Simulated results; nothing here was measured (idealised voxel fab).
process module | voxel gate over fins
cross-section cut | 255 nm wide | cells 5 nm
A cross-section is a grid of square cells, given in bands from the top down. A band is one or more rows of cells.
Each band's line starts with the height of the band's top and of its bottom, in nm. Then come its materials from left to right, each with its width in nm. One material with "throughout" fills the band from edge to edge. "air" is empty space.
Height 0 is the level under which the wafer as received is all one material. The lowest band goes on downwards, as in "0 down".
A width such as "30 to 40" changes by the same amount from each row of cells to the next, from the band's top row to its bottom row.
"no change" after a step means that no cell of the cross-section changed.
closed voids: empty space of 8 cells or more with no open way to the top, each as width x height at its distance from the left edge, in nm
after a step's settings: what the simulator itself notes on the step
overlay nm, on a step with a mask: how far to the right of its planned place the mask lay; to the left if negative
plan
1 op RECEIVE | material Si
2 op CONFORMAL_DEP | material SiN | thk nm 10
3 op PATTERN | tone cover | mask id FINS | material resist | width nm 15 | pitch nm 35 | thk nm 15 | overlay nm 0
4 op DIRECTIONAL_ETCH | etch materials SiN | depth nm 10
5 op DIRECTIONAL_ETCH | etch materials Si | depth nm 30
6 op STRIP | etch materials resist
7 op OXIDIZE | depth nm 5
8 op FILL_DEP | material SiO2 | thk nm 10
9 op CMP | height nm 10
10 op SELECTIVE_ETCH | etch materials SiO2 | depth nm 20
11 op STRIP | etch materials SiN
12 op CONFORMAL_DEP | material HfO2 | thk nm 5
13 op CONFORMAL_DEP | material TiN | thk nm 5
14 op FILL_DEP | material W | thk nm 10
15 op CMP | height nm 15
16 op CONFORMAL_DEP | material SiCN | thk nm 5
first wafer, as planned
as received, after step 1
  0 down: Si throughout
  closed voids: none
after step 2
  10 to 0: SiN throughout
  below 0: unchanged
after step 3
  25 to 10: air 85 | resist 15 | air 20 | resist 15 | air 20 | resist 15 | air 85
  below 10: unchanged
after step 4
  25 to 10: air 85 | resist 15 | air 20 | resist 15 | air 20 | resist 15 | air 85
  10 to 0: air 85 | SiN 15 | air 20 | SiN 15 | air 20 | SiN 15 | air 85
  below 0: unchanged
after step 5
  25 to 10: air 85 | resist 15 | air 20 | resist 15 | air 20 | resist 15 | air 85
  10 to 0: air 85 | SiN 15 | air 20 | SiN 15 | air 20 | SiN 15 | air 85
  0 to -30: air 85 | Si 15 | air 20 | Si 15 | air 20 | Si 15 | air 85
  below -30: unchanged
after step 6
  10 to 0: air 85 | SiN 15 | air 20 | SiN 15 | air 20 | SiN 15 | air 85
  below 0: unchanged
after step 7
  10 to 0: air 85 | SiN 15 | air 20 | SiN 15 | air 20 | SiN 15 | air 85
  0 to -30: air 85 | SiO2 5 | Si 5 | SiO2 5 | air 20 | SiO2 5 | Si 5 | SiO2 5 | air 20 | SiO2 5 | Si 5 | SiO2 5 | air 85
  -30 to -35: SiO2 90 | Si 5 | SiO2 30 | Si 5 | SiO2 30 | Si 5 | SiO2 90
  below -35: unchanged
after step 8
  20 to 10: SiO2 throughout
  10 to 0: SiO2 85 | SiN 15 | SiO2 20 | SiN 15 | SiO2 20 | SiN 15 | SiO2 85
  0 to -35: SiO2 90 | Si 5 | SiO2 30 | Si 5 | SiO2 30 | Si 5 | SiO2 90
  below -35: unchanged
after step 9
  10 to 0: SiO2 85 | SiN 15 | SiO2 20 | SiN 15 | SiO2 20 | SiN 15 | SiO2 85
  below 0: unchanged
after step 10
  10 to 0: air 85 | SiN 15 | air 20 | SiN 15 | air 20 | SiN 15 | air 85
  0 to -10: air 90 | Si 5 | air 30 | Si 5 | air 30 | Si 5 | air 90
  below -10: unchanged
after step 11
  0 to -10: air 90 | Si 5 | air 30 | Si 5 | air 30 | Si 5 | air 90
  below -10: unchanged
after step 12
  5 to 0: air 85 | HfO2 15 | air 20 | HfO2 15 | air 20 | HfO2 15 | air 85
  0 to -5: air 85 | HfO2 5 | Si 5 | HfO2 5 | air 20 | HfO2 5 | Si 5 | HfO2 5 | air 20 | HfO2 5 | Si 5 | HfO2 5 | air 85
  -5 to -10: HfO2 90 | Si 5 | HfO2 30 | Si 5 | HfO2 30 | Si 5 | HfO2 90
  below -10: unchanged
after step 13
  10 to 5: air 80 | TiN 25 | air 10 | TiN 25 | air 10 | TiN 25 | air 80
  5 to 0: air 80 | TiN 5 | HfO2 15 | TiN 5 | air 10 | TiN 5 | HfO2 15 | TiN 5 | air 10 | TiN 5 | HfO2 15 | TiN 5 | air 80
  0 to -5: TiN 85 | HfO2 5 | Si 5 | HfO2 5 | TiN 20 | HfO2 5 | Si 5 | HfO2 5 | TiN 20 | HfO2 5 | Si 5 | HfO2 5 | TiN 85
  below -5: unchanged
after step 14
  20 to 10: W throughout
  10 to 5: W 80 | TiN 25 | W 10 | TiN 25 | W 10 | TiN 25 | W 80
  5 to 0: W 80 | TiN 5 | HfO2 15 | TiN 5 | W 10 | TiN 5 | HfO2 15 | TiN 5 | W 10 | TiN 5 | HfO2 15 | TiN 5 | W 80
  below 0: unchanged
after step 15
  15 to 10: W throughout
  below 10: unchanged
after step 16
  20 to 15: SiCN throughout
  below 15: unchanged
second wafer: like start, like plan, one mistake. Through step 11 it matches the first wafer
when step 12 should have ended: no change
when step 13 should have ended
  5 to 0: air 85 | TiN 15 | air 20 | TiN 15 | air 20 | TiN 15 | air 85
  0 to -5: air 85 | TiN 5 | Si 5 | TiN 5 | air 20 | TiN 5 | Si 5 | TiN 5 | air 20 | TiN 5 | Si 5 | TiN 5 | air 85
  -5 to -10: TiN 90 | Si 5 | TiN 30 | Si 5 | TiN 30 | Si 5 | TiN 90
  below -10: unchanged
when step 14 should have ended
  15 to 5: W throughout
  5 to 0: W 85 | TiN 15 | W 20 | TiN 15 | W 20 | TiN 15 | W 85
  0 to -5: W 85 | TiN 5 | Si 5 | TiN 5 | W 20 | TiN 5 | Si 5 | TiN 5 | W 20 | TiN 5 | Si 5 | TiN 5 | W 85
  below -5: unchanged
when step 15 should have ended: no change
when step 16 should have ended
  20 to 15: SiCN throughout
  below 15: unchanged
what went wrong: step 12 was left out
at the end the second wafer has, in cells: 63 fewer of HfO2 | 63 more of W
